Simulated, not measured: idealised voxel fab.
voxel capacitor over wiring: a process module
Square cell edge 5 nm, section width 295 nm, ID cut.
Cross-section spec: square-cell grid; bands listed top down; each band is one or more rows. First you get the band's top height and its bottom height, in nm, and then the materials it's made of, left to right, with each width in nm. If you see a single material with "everywhere", that one covers the band edge to edge. "empty" is empty space. Basically, 0 is our baseline, since under it the wafer straight out of the box is all one material. The bottom band has no lower end and keeps on going down, so it looks like "0 nm and below". The width entry "30..40" should be interpreted row by row: the top row of cells in the band takes the first number, the bottom row takes the second number, and the change between adjacent rows is uniform throughout. Step note "everything unchanged" = no cross-section cell changed. Closed empty spaces (no open way to the top) of 8 cells or more are what "Unvented internal voids" lists, each as width x height at distance from the left edge, nm for all three. Heads up: the bit after the settings on a step's line is the simulator's remark on that step. overlay nm: how far to the right of its planned place the mask lay on this masked step (negative: to the left).
# plan
step 1: op RECEIVE | material Si
step 2: op CONFORMAL_DEP | material SiO2 | thk nm 10
step 3: op CONFORMAL_DEP | material SiCN | thk nm 5
step 4: op DIRECTIONAL_DEP | material SiO2 | thk nm 25
step 5: op MASKED_ETCH | tone open | mask id METAL_1 | width nm 20 | pitch nm 85 | etch materials SiO2 | depth nm 25 | overlay nm 0
step 6: op MASKED_ETCH | tone open | mask id METAL_1 | width nm 20 | pitch nm 85 | etch materials SiCN | depth nm 5 | overlay nm 0
step 7: op CONFORMAL_DEP | material TiN | thk nm 5
step 8: op FILL_DEP | material W | thk nm 5
step 9: op CMP | height nm 40
step 10: op CONFORMAL_DEP | material SiCN | thk nm 5
step 11: op DIRECTIONAL_DEP | material lowk | thk nm 10
step 12: op DIRECTIONAL_DEP | material aC | thk nm 10
step 13: op PATTERN | tone open | mask id PLUG_1 | material resist | width nm 15 | thk nm 30 | overlay nm 0
step 14: op DIRECTIONAL_ETCH | etch materials aC | depth nm 10
step 15: op STRIP | etch materials resist
step 16: op DIRECTIONAL_ETCH | etch materials lowk | depth nm 10
step 17: op DIRECTIONAL_ETCH | etch materials SiCN | depth nm 5
step 18: op STRIP | etch materials aC
step 19: op EPI | material Ru | thk nm 10
step 20: op EPI | material Ru | thk nm 5
step 21: op DIRECTIONAL_DEP | material TiN | thk nm 10
step 22: op DIRECTIONAL_DEP | material HfO2 | thk nm 5
step 23: op DIRECTIONAL_DEP | material TiN | thk nm 5
step 24: op MASKED_ETCH | tone cover | mask id UPPER_PLATE | width nm 70 | etch materials TiN | depth nm 5 | overlay nm 0
step 25: op MASKED_ETCH | tone cover | mask id UPPER_PLATE | width nm 70 | etch materials HfO2 | depth nm 5 | overlay nm 0
step 26: op MASKED_ETCH | tone cover | mask id LOWER_PLATE | width nm 80 | etch materials TiN | depth nm 10 | overlay nm 0
step 27: op FILL_DEP | material SiO2 | thk nm 15
step 28: op CMP | height nm 85
step 29: op PATTERN | tone open | mask id PLUG_2 | material resist | width nm 15 | thk nm 20 | overlay nm 0
step 30: op DIRECTIONAL_ETCH | etch materials SiO2 | depth nm 10
step 31: op STRIP | etch materials resist
step 32: op CONFORMAL_DEP | material TiN | thk nm 5
step 33: op FILL_DEP | material Ru | thk nm 5
step 34: op CMP | height nm 85
step 35: op CONFORMAL_DEP | material SiCN | thk nm 5
# Of two wafers, the first: run according to plan
# Shown in cross-section is the wafer as received, that is, as it stands after step 1
- 0 nm and below: Si everywhere
- Unvented internal voids: none
# The wafer, seen in cross-section, after step 2
- 10 nm to 0 nm: SiO2 everywhere
- No changes below 0.
# The wafer, seen in cross-section, after step 3
- 15 nm to 10 nm: SiCN everywhere
- No changes below 10.
# The wafer, seen in cross-section, after step 4
- 40 nm to 15 nm: SiO2 everywhere
- No changes below 15.
# The wafer, seen in cross-section, after step 5
- 40 nm to 15 nm: 95 of SiO2; 20 of empty; 65 of SiO2; 20 of empty; 95 of SiO2
- No changes below 15.
# The wafer, seen in cross-section, after step 6
- 40 nm to 15 nm: 95 of SiO2; 20 of empty; 65 of SiO2; 20 of empty; 95 of SiO2
- 15 nm to 10 nm: 95 of SiCN; 20 of empty; 65 of SiCN; 20 of empty; 95 of SiCN
- No changes below 10.
# The wafer, seen in cross-section, after step 7
- 45 nm to 40 nm: 100 of TiN; 10 of empty; 75 of TiN; 10 of empty; 100 of TiN
- 40 nm to 15 nm: 95 of SiO2; 5 of TiN; 10 of empty; 5 of TiN; 65 of SiO2; 5 of TiN; 10 of empty; 5 of TiN; 95 of SiO2
- 15 nm to 10 nm: 95 of SiCN; 20 of TiN; 65 of SiCN; 20 of TiN; 95 of SiCN
- No changes below 10.
# The wafer, seen in cross-section, after step 8
- 50 nm to 45 nm: W everywhere
- 45 nm to 40 nm: 100 of TiN; 10 of W; 75 of TiN; 10 of W; 100 of TiN
- 40 nm to 15 nm: 95 of SiO2; 5 of TiN; 10 of W; 5 of TiN; 65 of SiO2; 5 of TiN; 10 of W; 5 of TiN; 95 of SiO2
- No changes below 15.
# The wafer, seen in cross-section, after step 9
- 40 nm to 15 nm: 95 of SiO2; 5 of TiN; 10 of W; 5 of TiN; 65 of SiO2; 5 of TiN; 10 of W; 5 of TiN; 95 of SiO2
- No changes below 15.
# The wafer, seen in cross-section, after step 10
- 45 nm to 40 nm: SiCN everywhere
- No changes below 40.
# The wafer, seen in cross-section, after step 11
- 55 nm to 45 nm: lowk everywhere
- No changes below 45.
# The wafer, seen in cross-section, after step 12
- 65 nm to 55 nm: aC everywhere
- No changes below 55.
# The wafer, seen in cross-section, after step 13
- 95 nm to 65 nm: 100 of resist; 15 of empty; 180 of resist
- No changes below 65.
# The wafer, seen in cross-section, after step 14
- 85 nm to 65 nm: 100 of resist; 15 of empty; 180 of resist
- 65 nm to 55 nm: 100 of aC; 15 of empty; 180 of aC
- No changes below 55.
# The wafer, seen in cross-section, after step 15
- 65 nm to 55 nm: 100 of aC; 15 of empty; 180 of aC
- No changes below 55.
# The wafer, seen in cross-section, after step 16
- 65 nm to 55 nm: 100 of aC; 15 of empty; 180 of aC
- 55 nm to 45 nm: 100 of lowk; 15 of empty; 180 of lowk
- No changes below 45.
# The wafer, seen in cross-section, after step 17
- 65 nm to 55 nm: 100 of aC; 15 of empty; 180 of aC
- 55 nm to 45 nm: 100 of lowk; 15 of empty; 180 of lowk
- 45 nm to 40 nm: 100 of SiCN; 15 of empty; 180 of SiCN
- No changes below 40.
# The wafer, seen in cross-section, after step 18
- 55 nm to 45 nm: 100 of lowk; 15 of empty; 180 of lowk
- No changes below 45.
# The wafer, seen in cross-section, after step 19
- 55 nm to 50 nm: 100 of lowk; 15 of empty; 180 of lowk
- 50 nm to 45 nm: 100 of lowk; 15 of Ru; 180 of lowk
- 45 nm to 40 nm: 100 of SiCN; 15 of Ru; 180 of SiCN
- No changes below 40.
# The wafer, seen in cross-section, after step 20
- 55 nm to 45 nm: 100 of lowk; 15 of Ru; 180 of lowk
- No changes below 45.
# The wafer, seen in cross-section, after step 21
- 65 nm to 55 nm: TiN everywhere
- No changes below 55.
# The wafer, seen in cross-section, after step 22
- 70 nm to 65 nm: HfO2 everywhere
- No changes below 65.
# The wafer, seen in cross-section, after step 23
- 75 nm to 70 nm: TiN everywhere
- No changes below 70.
# The wafer, seen in cross-section, after step 24
- 75 nm to 70 nm: 100 of empty; 70 of TiN; 125 of empty
- No changes below 70.
# The wafer, seen in cross-section, after step 25
- 75 nm to 70 nm: 100 of empty; 70 of TiN; 125 of empty
- 70 nm to 65 nm: 100 of empty; 70 of HfO2; 125 of empty
- No changes below 65.
# The wafer, seen in cross-section, after step 26
- 75 nm to 70 nm: 100 of empty; 70 of TiN; 125 of empty
- 70 nm to 65 nm: 100 of empty; 70 of HfO2; 125 of empty
- 65 nm to 55 nm: 95 of empty; 80 of TiN; 120 of empty
- No changes below 55.
# The wafer, seen in cross-section, after step 27
- 90 nm to 75 nm: SiO2 everywhere
- 75 nm to 70 nm: 100 of SiO2; 70 of TiN; 125 of SiO2
- 70 nm to 65 nm: 100 of SiO2; 70 of HfO2; 125 of SiO2
- 65 nm to 55 nm: 95 of SiO2; 80 of TiN; 120 of SiO2
- No changes below 55.
# The wafer, seen in cross-section, after step 28
- 85 nm to 75 nm: SiO2 everywhere
- No changes below 75.
# The wafer, seen in cross-section, after step 29
- 105 nm to 85 nm: 110 of resist; 15 of empty; 170 of resist
- No changes below 85.
# The wafer, seen in cross-section, after step 30
- 105 nm to 85 nm: 110 of resist; 15 of empty; 170 of resist
- 85 nm to 75 nm: 110 of SiO2; 15 of empty; 170 of SiO2
- No changes below 75.
# The wafer, seen in cross-section, after step 31
- 85 nm to 75 nm: 110 of SiO2; 15 of empty; 170 of SiO2
- No changes below 75.
# The wafer, seen in cross-section, after step 32
- 90 nm to 85 nm: 115 of TiN; 5 of empty; 175 of TiN
- 85 nm to 80 nm: 110 of SiO2; 5 of TiN; 5 of empty; 5 of TiN; 170 of SiO2
- 80 nm to 70 nm: 110..100 of SiO2; 15..70 of TiN; 170..125 of SiO2
- No changes below 70.
# The wafer, seen in cross-section, after step 33
- 95 nm to 90 nm: Ru everywhere
- 90 nm to 85 nm: 115 of TiN; 5 of Ru; 175 of TiN
- 85 nm to 80 nm: 110 of SiO2; 5 of TiN; 5 of Ru; 5 of TiN; 170 of SiO2
- No changes below 80.
# The wafer, seen in cross-section, after step 34
- 85 nm to 80 nm: 110 of SiO2; 5 of TiN; 5 of Ru; 5 of TiN; 170 of SiO2
- No changes below 80.
# The wafer, seen in cross-section, after step 35
- 90 nm to 85 nm: SiCN everywhere
- No changes below 85.
# Notes, second wafer: start = first wafer's, plan = first wafer's, execution had one mistake; history identical to first through step 22
Cross-section, second wafer, at the end time the plan gives for step 23: everything unchanged
Cross-section, second wafer, at the end time the plan gives for step 24: everything unchanged
# Cross-section, second wafer, at the end time the plan gives for step 25
- 70 nm to 65 nm: 100 of empty; 70 of HfO2; 125 of empty
- No changes below 65.
# Cross-section, second wafer, at the end time the plan gives for step 26
- 70 nm to 65 nm: 100 of empty; 70 of HfO2; 125 of empty
- 65 nm to 55 nm: 95 of empty; 80 of TiN; 120 of empty
- No changes below 55.
# Cross-section, second wafer, at the end time the plan gives for step 27
- 85 nm to 70 nm: SiO2 everywhere
- 70 nm to 65 nm: 100 of SiO2; 70 of HfO2; 125 of SiO2
- 65 nm to 55 nm: 95 of SiO2; 80 of TiN; 120 of SiO2
- No changes below 55.
Cross-section, second wafer, at the end time the plan gives for step 28: everything unchanged
# Cross-section, second wafer, at the end time the plan gives for step 29
- 105 nm to 85 nm: 110 of resist; 15 of empty; 170 of resist
- No changes below 85.
# Cross-section, second wafer, at the end time the plan gives for step 30
- 105 nm to 85 nm: 110 of resist; 15 of empty; 170 of resist
- 85 nm to 75 nm: 110 of SiO2; 15 of empty; 170 of SiO2
- No changes below 75.
# Cross-section, second wafer, at the end time the plan gives for step 31
- 85 nm to 75 nm: 110 of SiO2; 15 of empty; 170 of SiO2
- No changes below 75.
# Cross-section, second wafer, at the end time the plan gives for step 32
- 90 nm to 85 nm: 115 of TiN; 5 of empty; 175 of TiN
- 85 nm to 80 nm: 110 of SiO2; 5 of TiN; 5 of empty; 5 of TiN; 170 of SiO2
- 80 nm to 75 nm: 110 of SiO2; 15 of TiN; 170 of SiO2
- No changes below 75.
# Cross-section, second wafer, at the end time the plan gives for step 33
- 95 nm to 90 nm: Ru everywhere
- 90 nm to 85 nm: 115 of TiN; 5 of Ru; 175 of TiN
- 85 nm to 80 nm: 110 of SiO2; 5 of TiN; 5 of Ru; 5 of TiN; 170 of SiO2
- No changes below 80.
# Cross-section, second wafer, at the end time the plan gives for step 34
- 85 nm to 80 nm: 110 of SiO2; 5 of TiN; 5 of Ru; 5 of TiN; 170 of SiO2
- No changes below 80.
# Cross-section, second wafer, at the end time the plan gives for step 35
- 90 nm to 85 nm: SiCN everywhere
- No changes below 85.
Plan not followed: step 23 of the plan: omitted, not performed
It is noted that, at the conclusion of processing, the second wafer exhibits a higher or lower cell count for certain materials relative to the first: 14 more of SiO2, 14 fewer of TiN
